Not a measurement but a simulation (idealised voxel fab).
Title: Process Module voxel lift off
Shown is cross-section cut, with a width of 160 nm and square cells of size 5 nm.
In what follows, cross-sections appear as grids of square cells, described through bands that run from the top down, where every band is one or more rows of cells. Quick guide to a band line: top height, bottom height (nm) up front; then every material left to right with its width in nm. Only one material and it's marked "all across"? Then it fills the band edge to edge. And "empty" just means empty space. Height datum 0, below which the as-received substrate wafer is one material. Lowest band open at the bottom, running downward: "0 -> down". Note: "30 to 40" means the width goes from the first number (top row of the band) to the second number (bottom row) in equal steps per row of cells. "no modifications" (step): cross-section cells unchanged, all of them. Entry "Listed closed voids". Content: empty spaces with no open connection to the top, size 8 cells or greater. Each: width x height at distance. Distance: from left edge. Unit: nm. If you see something after the settings on a step's line, that's the simulator's own remark about that step. overlay nm: where the mask lay relative to plan, measured to the right, on steps with a mask; negatives go left.

# Process steps (planned)
| 1 | RECEIVE,material Si |
| 2 | CONFORMAL_DEP,material SiO2,thk nm 5 |
| 3 | PATTERN,tone open,mask id LINES,material resist,width nm 15,pitch nm 30,thk nm 20,overlay nm 0 |
| 4 | DIRECTIONAL_DEP,material Ru,thk nm 10 |
| 5 | STRIP,etch materials resist |
| 6 | CONFORMAL_DEP,material SiO2,thk nm 10 |

# Wafer cross-section on receipt, i.e. after step 1
> 0 -> down  Si all across
> Listed closed voids: none

# Run as planned - first of the two wafers cross-sectioned at the end of the module
> 25 -> 15  empty (45) / SiO2 (65) / empty (50)
> 15 -> 5  SiO2 (55) / Ru (15) / SiO2 (15) / Ru (15) / SiO2 (60)
> 5 -> 0  SiO2 all across
> 0 -> down  Si all across
> Listed closed voids: none

# Cross-section of the latter of the two wafers at module completion. It had an identical start and an identical plan to the former; in running it, one mistake was made
> 20 -> 10  empty (45) / SiO2 (65) / empty (50)
> 10 -> 0  SiO2 (55) / Ru (15) / SiO2 (15) / Ru (15) / SiO2 (60)
> 0 -> down  Si all across
> Listed closed voids: none
Which mistake was made when the wafer was run? the plan's step 2 went unexecuted, having been skipped
Final wafer comparison in cells, second versus first, more or fewer per material: 32 fewer of SiO2
